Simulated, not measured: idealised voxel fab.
This section sets out a process module, namely voxel wiring stack.
Shown is cross-section cut, with a width of 185 nm and square cells of size 5 nm.
How to read a cross-section here: the picture is a grid of square cells, written as bands going from the top down, and any band can span one or more rows of cells. A band entry consists of two parts. The first gives the height of the band's top and the height of its bottom, in nm. The rest lists the band's materials from left to right, each with its width in nm. A single material labelled with the word "everywhere" fills the band from edge to edge, and the word "blank" marks empty space. Heights are expressed relative to 0, this being the level below which the as-received wafer comprises one material exclusively. The lowest band is unbounded in the downward direction and is denoted as in "0 and below". Top row gets the first number, bottom row gets the second, and each row in between changes by the same step: that is how a band width like "30->40" works. You'll sometimes find "remained the same" written for a step, and that's the way of saying that nowhere in the cross-section did a cell change during that step. "Sealed internal voids": sealed empty spaces, 8 cells or more, no open way to top, listed width x height at distance, with distance from the left edge and width, height and distance in nm. after a step's settings: what the simulator itself notes on the step. What "overlay nm" on a step's line means: if the step has a mask, that mask lay this far to the right of its planned place, or, when the value is negative, to the left.

[This section lists the process steps that were planned]
step 1: RECEIVE (material Si)
step 2: CONFORMAL_DEP (material SiO2; thk nm 10)
step 3: CONFORMAL_DEP (material SiCN; thk nm 5)
step 4: DIRECTIONAL_DEP (material SiO2; thk nm 20)
step 5: DIRECTIONAL_DEP (material aC; thk nm 15)
step 6: PATTERN (tone open; mask id METAL_1; material resist; width nm 30; pitch nm 50; thk nm 35; overlay nm 0)
step 7: DIRECTIONAL_ETCH (etch materials aC; depth nm 15)
step 8: STRIP (etch materials resist)
step 9: DIRECTIONAL_ETCH (etch materials SiO2; depth nm 20)
step 10: DIRECTIONAL_ETCH (etch materials SiCN; depth nm 5)
step 11: STRIP (etch materials aC)
step 12: CONFORMAL_DEP (material TiN; thk nm 5)
step 13: FILL_DEP (material Ru; thk nm 5)
step 14: CMP (height nm 35)
step 15: CONFORMAL_DEP (material SiCN; thk nm 5)
step 16: DIRECTIONAL_DEP (material lowk; thk nm 35)
step 17: PATTERN (tone open; mask id METAL_2; material resist; width nm 30; pitch nm 50; thk nm 20; overlay nm 0)
step 18: DIRECTIONAL_ETCH (etch materials lowk; depth nm 20)
step 19: STRIP (etch materials resist)
step 20: PATTERN (tone open; mask id METAL_2_HOLES; material resist; width nm 15; pitch nm 50; thk nm 15; overlay nm 0)
step 21: DIRECTIONAL_ETCH (etch materials lowk; depth nm 15)
step 22: DIRECTIONAL_ETCH (etch materials SiCN; depth nm 5)
step 23: STRIP (etch materials resist)
step 24: CONFORMAL_DEP (material TiN; thk nm 5)
step 25: FILL_DEP (material Cu; thk nm 5)
step 26: CMP (height nm 75)
step 27: CONFORMAL_DEP (material SiN; thk nm 5)

[Cross-section of the incoming wafer, state after step 1]
	0 and below  Si everywhere
	Sealed internal voids: none

[a wafer at the end: this start, this plan, one mistake]
	80 down to 75  SiN everywhere
	75 down to 70  50 nm SiCN / 15 nm TiN / 35 nm SiCN / 15 nm TiN / 70 nm SiCN
	70 down to 35  lowk everywhere
	35 down to 15  50 nm SiO2 / 5 nm TiN / 20 nm Ru / 5 nm TiN / 20 nm SiO2 / 5 nm TiN / 20 nm Ru / 5 nm TiN / 55 nm SiO2
	15 down to 10  50 nm SiCN / 30 nm TiN / 20 nm SiCN / 30 nm TiN / 55 nm SiCN
	10 down to 0  SiO2 everywhere
	0 and below  Si everywhere
	Sealed internal voids: none
Deviation noted in wafer processing: swap of plan steps 15 and 16 during execution
